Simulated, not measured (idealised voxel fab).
process module | voxel air gaps
cross-section cut | 205 nm wide | cells 5 nm
A cross-section is a grid of square cells, given in bands from the top down. A band is one or more rows of cells.
Each band's line starts with the height of the band's top and of its bottom, in nm. Then come its materials from left to right, each with its width in nm. One material with "throughout" fills the band from edge to edge. "air" is empty space.
Height 0 is the level under which the wafer as received is all one material. The lowest band goes on downwards, as in "0 down".
A width such as "30 to 40" changes by the same amount from each row of cells to the next, from the band's top row to its bottom row.
"no change" after a step means that no cell of the cross-section changed.
closed voids: empty space of 8 cells or more with no open way to the top, each as width x height at its distance from the left edge, in nm
after a step's settings: what the simulator itself notes on the step
overlay nm, on a step with a mask: how far to the right of its planned place the mask lay; to the left if negative
plan
1 op RECEIVE | material Si
2 op CONFORMAL_DEP | material SiO2 | thk nm 15
3 op CONFORMAL_DEP | material SiN | thk nm 5
4 op DIRECTIONAL_DEP | material lowk | thk nm 40
5 op MASKED_ETCH | tone open | mask id LINES | width nm 25 | pitch nm 55 | etch materials lowk | depth nm 40 | overlay nm 0
6 op CONFORMAL_DEP | material TiN | thk nm 5
7 op FILL_DEP | material Ru | thk nm 5
8 op CMP | height nm 60
9 op EPI | material Ru | thk nm 10
10 op SELECTIVE_ETCH | etch materials lowk | depth nm 50
11 op CONFORMAL_DEP | material SiCN | thk nm 5
varied across the wafers: thk nm of step 3. The plan shows the first wafer's value. All wafers start alike
first wafer as received, after step 1
  0 down: Si throughout
  closed voids: none
first wafer at the end, after step 11
  75 to 70: air 20 | SiCN 165 | air 20
  70 to 60: air 20 | SiCN 5 | Ru 45 | SiCN 10 | Ru 45 | SiCN 10 | Ru 45 | SiCN 5 | air 20
  60 to 55: air 20 | SiCN 15 | TiN 5 | Ru 15 | TiN 5 | SiCN 30 | TiN 5 | Ru 15 | TiN 5 | SiCN 30 | TiN 5 | Ru 15 | TiN 5 | SiCN 15 | air 20
  55 to 25: air 30 | SiCN 5 | TiN 5 | Ru 15 | TiN 5 | SiCN 5 | air 20 | SiCN 5 | TiN 5 | Ru 15 | TiN 5 | SiCN 5 | air 20 | SiCN 5 | TiN 5 | Ru 15 | TiN 5 | SiCN 5 | air 30
  25 to 20: SiCN 35 | TiN 25 | SiCN 30 | TiN 25 | SiCN 30 | TiN 25 | SiCN 35
  20 to 15: SiN throughout
  15 to 0: SiO2 throughout
  0 down: Si throughout
  closed voids: 20 x 30 at 65; 20 x 30 at 120
last wafer at the end
  75 to 70: air 20 | SiCN 165 | air 20
  70 to 60: air 20 | SiCN 5 | Ru 45 | SiCN 10 | Ru 45 | SiCN 10 | Ru 45 | SiCN 5 | air 20
  60 to 55: air 20 | SiCN 15 | TiN 5 | Ru 15 | TiN 5 | SiCN 30 | TiN 5 | Ru 15 | TiN 5 | SiCN 30 | TiN 5 | Ru 15 | TiN 5 | SiCN 15 | air 20
  55 to 40: air 30 | SiCN 5 | TiN 5 | Ru 15 | TiN 5 | SiCN 5 | air 20 | SiCN 5 | TiN 5 | Ru 15 | TiN 5 | SiCN 5 | air 20 | SiCN 5 | TiN 5 | Ru 15 | TiN 5 | SiCN 5 | air 30
  40 to 35: SiCN 35 | TiN 25 | SiCN 30 | TiN 25 | SiCN 30 | TiN 25 | SiCN 35
  35 to 15: SiN throughout
  15 to 0: SiO2 throughout
  0 down: Si throughout
  closed voids: 20 x 15 at 65; 20 x 15 at 120
each wafer at the end: cells of each material gained (+) or lost (-) since it was received, then its closed voids
thk nm 5 | +117 Ru | +125 SiCN | +41 SiN | +123 SiO2 | +57 TiN | closed voids: 20 x 30 at 65; 20 x 30 at 120
thk nm 10 | +108 Ru | +119 SiCN | +82 SiN | +123 SiO2 | +51 TiN | closed voids: 20 x 25 at 65; 20 x 25 at 120
thk nm 15 | +99 Ru | +113 SiCN | +123 SiN | +123 SiO2 | +45 TiN | closed voids: 20 x 20 at 65; 20 x 20 at 120
thk nm 20 | +90 Ru | +107 SiCN | +164 SiN | +123 SiO2 | +39 TiN | closed voids: 20 x 15 at 65; 20 x 15 at 120
